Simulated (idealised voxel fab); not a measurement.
The following is a process module called voxel released beams.
Each square cell in cross-section cut measures 5 nm, and the section as a whole is 295 nm wide.
Cross-section spec: square-cell grid; bands listed top down; each band is one or more rows.
Look at the band entry: it leads with the top's height and the bottom's height in nm. Then it lists the materials left to right, with a width in nm for each. The word "edge to edge" on a single material says that material fills the band edge to edge. The word "blank" is empty space.
We count height from 0. Below that, the starting wafer is all one material. The lowest band never ends at the bottom but goes on down; see "z 0 and below" for how that is written.
It should be noted that a width expressed as "30 to 40" varies in equal increments from row to row of cells within the band, taking the value of the first number at the top row and that of the second number at the bottom row.
The designation "left unchanged", where it is given for a processing step, indicates that no cell of the cross-section was altered in the course of that step.
Listed in "Closed internal voids": every empty space of 8 or more cells without an open way to the top. Form: width x height at distance, the distance being from the left edge, all in nm.
That trailing text on a step's line, after the settings, is the simulator's own remark on the step.
overlay nm: on a step with a mask, how far right of its planned place the mask lay; negative means left.

Listed below are the process steps as planned:
1) RECEIVE [material Si]
2) CONFORMAL_DEP [material Al2O3] [thk nm 5]
3) DIRECTIONAL_DEP [material SiO2] [thk nm 15]
4) DIRECTIONAL_DEP [material aC] [thk nm 15]
5) PATTERN [tone open] [mask id ANCHOR] [material resist] [width nm 40] [thk nm 35] [overlay nm 0]
6) DIRECTIONAL_ETCH [etch materials aC] [depth nm 15]
7) STRIP [etch materials resist]
8) DIRECTIONAL_ETCH [etch materials SiO2] [depth nm 15]
9) STRIP [etch materials aC]
10) CONFORMAL_DEP [material SiN] [thk nm 15]
11) DIRECTIONAL_DEP [material aC] [thk nm 15]
12) PATTERN [tone cover] [mask id BEAM] [material resist] [width nm 95] [thk nm 30] [overlay nm 0]
13) DIRECTIONAL_ETCH [etch materials aC] [depth nm 15]
14) STRIP [etch materials resist]
15) DIRECTIONAL_ETCH [etch materials SiN] [depth nm 15]
16) STRIP [etch materials aC]
17) STRIP [etch materials SiO2]

First wafer of two (run as planned):

Cross-section of the wafer upon arrival, representing the state reached after step 1:
* z 0 and below | Si edge to edge
* Closed internal voids: none

Presented here is a cross-section of the wafer after step 2 has been performed:
* z 5 to 0 | Al2O3 edge to edge
* All layers under 0 are left as they were.

Presented here is a cross-section of the wafer after step 3 has been performed:
* z 20 to 5 | SiO2 edge to edge
* All layers under 5 are left as they were.

Presented here is a cross-section of the wafer after step 4 has been performed:
* z 35 to 20 | aC edge to edge
* All layers under 20 are left as they were.

Presented here is a cross-section of the wafer after step 5 has been performed:
* z 70 to 35 | resist 100, blank 40, resist 155
* All layers under 35 are left as they were.

Presented here is a cross-section of the wafer after step 6 has been performed:
* z 55 to 35 | resist 100, blank 40, resist 155
* z 35 to 20 | aC 100, blank 40, aC 155
* All layers under 20 are left as they were.

Presented here is a cross-section of the wafer after step 7 has been performed:
* z 35 to 20 | aC 100, blank 40, aC 155
* All layers under 20 are left as they were.

Presented here is a cross-section of the wafer after step 8 has been performed:
* z 35 to 20 | aC 100, blank 40, aC 155
* z 20 to 5 | SiO2 100, blank 40, SiO2 155
* All layers under 5 are left as they were.

Presented here is a cross-section of the wafer after step 9 has been performed:
* z 20 to 5 | SiO2 100, blank 40, SiO2 155
* All layers under 5 are left as they were.

Presented here is a cross-section of the wafer after step 10 has been performed:
* z 35 to 20 | SiN 115, blank 10, SiN 170
* z 20 to 5 | SiO2 100, SiN 40, SiO2 155
* All layers under 5 are left as they were.

Presented here is a cross-section of the wafer after step 11 has been performed:
* z 50 to 35 | aC 115, blank 10, aC 170
* z 35 to 20 | SiN 115, aC 10, SiN 170
* All layers under 20 are left as they were.

Presented here is a cross-section of the wafer after step 12 has been performed:
* z 80 to 50 | blank 95, resist 95, blank 105
* z 50 to 35 | aC 115, resist 10, aC 170
* All layers under 35 are left as they were.

Presented here is a cross-section of the wafer after step 13 has been performed:
* z 65 to 50 | blank 95, resist 95, blank 105
* z 50 to 35 | blank 95, aC 20, resist 10, aC 65, blank 105
* All layers under 35 are left as they were.

Presented here is a cross-section of the wafer after step 14 has been performed:
* z 50 to 35 | blank 95, aC 20, blank 10, aC 65, blank 105
* All layers under 35 are left as they were.

Presented here is a cross-section of the wafer after step 15 has been performed:
* z 50 to 35 | blank 95, aC 20, blank 10, aC 65, blank 105
* z 35 to 20 | blank 95, SiN 20, aC 10, SiN 65, blank 105
* All layers under 20 are left as they were.

Presented here is a cross-section of the wafer after step 16 has been performed:
* z 35 to 20 | blank 95, SiN 20, blank 10, SiN 65, blank 105
* All layers under 20 are left as they were.

Presented here is a cross-section of the wafer after step 17 has been performed:
* z 35 to 20 | blank 95, SiN 20, blank 10, SiN 65, blank 105
* z 20 to 5 | blank 100, SiN 40, blank 155
* All layers under 5 are left as they were.

Wafer two: like wafer one in start and plan, but with one mistake in execution; identical up to and including step 4:

Second wafer at the planned finish of step 5, seen in cross-section:
* z 70 to 35 | resist 100, blank 45, resist 150
* All layers under 35 are left as they were.

Second wafer at the planned finish of step 6, seen in cross-section:
* z 55 to 35 | resist 100, blank 45, resist 150
* z 35 to 20 | aC 100, blank 45, aC 150
* All layers under 20 are left as they were.

Second wafer at the planned finish of step 7, seen in cross-section:
* z 35 to 20 | aC 100, blank 45, aC 150
* All layers under 20 are left as they were.

Second wafer at the planned finish of step 8, seen in cross-section:
* z 35 to 20 | aC 100, blank 45, aC 150
* z 20 to 5 | SiO2 100, blank 45, SiO2 150
* All layers under 5 are left as they were.

Second wafer at the planned finish of step 9, seen in cross-section:
* z 20 to 5 | SiO2 100, blank 45, SiO2 150
* All layers under 5 are left as they were.

Second wafer at the planned finish of step 10, seen in cross-section:
* z 35 to 20 | SiN 115, blank 15, SiN 165
* z 20 to 5 | SiO2 100, SiN 45, SiO2 150
* All layers under 5 are left as they were.

Second wafer at the planned finish of step 11, seen in cross-section:
* z 50 to 35 | aC 115, blank 15, aC 165
* z 35 to 20 | SiN 115, aC 15, SiN 165
* All layers under 20 are left as they were.

Second wafer at the planned finish of step 12, seen in cross-section:
* z 80 to 50 | blank 95, resist 95, blank 105
* z 50 to 35 | aC 115, resist 15, aC 165
* All layers under 35 are left as they were.

Second wafer at the planned finish of step 13, seen in cross-section:
* z 65 to 50 | blank 95, resist 95, blank 105
* z 50 to 35 | blank 95, aC 20, resist 15, aC 60, blank 105
* All layers under 35 are left as they were.

Second wafer at the planned finish of step 14, seen in cross-section:
* z 50 to 35 | blank 95, aC 20, blank 15, aC 60, blank 105
* All layers under 35 are left as they were.

Second wafer at the planned finish of step 15, seen in cross-section:
* z 50 to 35 | blank 95, aC 20, blank 15, aC 60, blank 105
* z 35 to 20 | blank 95, SiN 20, aC 15, SiN 60, blank 105
* All layers under 20 are left as they were.

Second wafer at the planned finish of step 16, seen in cross-section:
* z 35 to 20 | blank 95, SiN 20, blank 15, SiN 60, blank 105
* All layers under 20 are left as they were.

Second wafer at the planned finish of step 17, seen in cross-section:
* z 35 to 20 | blank 95, SiN 20, blank 15, SiN 60, blank 105
* z 20 to 5 | blank 100, SiN 45, blank 150
* All layers under 5 are left as they were.
Heads up, the wafer didn't run the way we planned it: the process deviated at step 5: the operation and settings actually run there were PATTERN [tone open] [mask id ANCHOR] [material resist] [width nm 45] [thk nm 35] [overlay nm 0]
The two final wafers agree on how many cells each material fills and disagree on which cells those are.
